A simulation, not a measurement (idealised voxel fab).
Documented hereafter: the process module known as voxel spacer lines.
The width of the displayed cross-section, cut, is 220 nm; its cells are square, with a size of 5 nm.
Cross-section layout: square cells on a grid; listed as bands, top to bottom; a band spans one or more cell rows.
The band entry comprises the height of the band's top followed by the height of its bottom, expressed in nm, and subsequently the band's materials from left to right, each stated together with its width in nm. Where a single material is marked with the word "edge to edge", that material fills the band from edge to edge. The word "air" represents empty space.
Measure heights from 0. That's the level where, below it, the as-received wafer is all one material. The lowest band is bottomless and extends downward; write it as in "0 and below".
The width entry "30->40" should be interpreted row by row: the top row of cells in the band takes the first number, the bottom row takes the second number, and the change between adjacent rows is uniform throughout.
Take "no alterations made" at face value: in the step it is given for, the cross-section changed in none of its cells.
The list in "Closed void register" covers empty spaces of 8 cells or more that cannot reach the top through any open way, and it gives each as width x height at distance; the distance is from the left edge, and width, height and distance are in nm.
On each step's line, the part that comes after the settings is the simulator's own comment on the step.
overlay nm: mask right of planned place by this much (step with mask). Neg. = left.

The steps planned for the process are as follows
1. op RECEIVE | material Si
2. op CONFORMAL_DEP | material Al2O3 | thk nm 5
3. op DIRECTIONAL_DEP | material TiN | thk nm 15
4. op DIRECTIONAL_DEP | material aC | thk nm 25
5. op PATTERN | tone cover | mask id MANDREL | material resist | width nm 15 | pitch nm 70 | thk nm 35 | overlay nm 0
6. op DIRECTIONAL_ETCH | etch materials aC | depth nm 25
7. op STRIP | etch materials resist
8. op CONFORMAL_DEP | material SiO2 | thk nm 15
9. op DIRECTIONAL_ETCH | etch materials SiO2 | depth nm 15
10. op STRIP | etch materials aC
11. op DIRECTIONAL_ETCH | etch materials TiN | depth nm 15
12. op STRIP | etch materials SiO2
13. op FILL_DEP | material lowk | thk nm 10
14. op CMP | height nm 20
It is noted that the wafers described herein are identical at the outset and are distinguished by the width nm of step 5; the value stated in the plan corresponds to the first wafer.

The first of several wafers, as received after step 1, seen in section
* 0 and below = Si edge to edge
* Closed void register: none

The cross-section of the first of several wafers is given below for the end of the module, after its final step, step 14
* 20 down to 5 = 20 of lowk, 15 of TiN, 15 of lowk, 15 of TiN, 25 of lowk, 15 of TiN, 15 of lowk, 15 of TiN, 25 of lowk, 15 of TiN, 15 of lowk, 15 of TiN, 15 of lowk
* 5 down to 0 = Al2O3 edge to edge
* 0 and below = Si edge to edge
* Closed void register: none

So this is the cross-section on the last wafer at the end of the module
* 20 down to 5 = 10 of lowk, 15 of TiN, 35 of lowk, 15 of TiN, 5 of lowk, 15 of TiN, 35 of lowk, 15 of TiN, 5 of lowk, 15 of TiN, 35 of lowk, 15 of TiN, 5 of lowk
* 5 down to 0 = Al2O3 edge to edge
* 0 and below = Si edge to edge
* Closed void register: none

So in this table every wafer gets its own row, and what you see is where it stands at the end of the module: for each material, how many cells it picked up (+) or gave up (-) since we received it, and after that its closed voids
width nm 15, +44 Al2O3, +54 TiN, +78 lowk, Closed void register: none
width nm 20, +44 Al2O3, +54 TiN, +78 lowk, Closed void register: none
width nm 25, +44 Al2O3, +54 TiN, +78 lowk, Closed void register: none
width nm 30, +44 Al2O3, +54 TiN, +78 lowk, Closed void register: none
width nm 35, +44 Al2O3, +54 TiN, +78 lowk, Closed void register: none
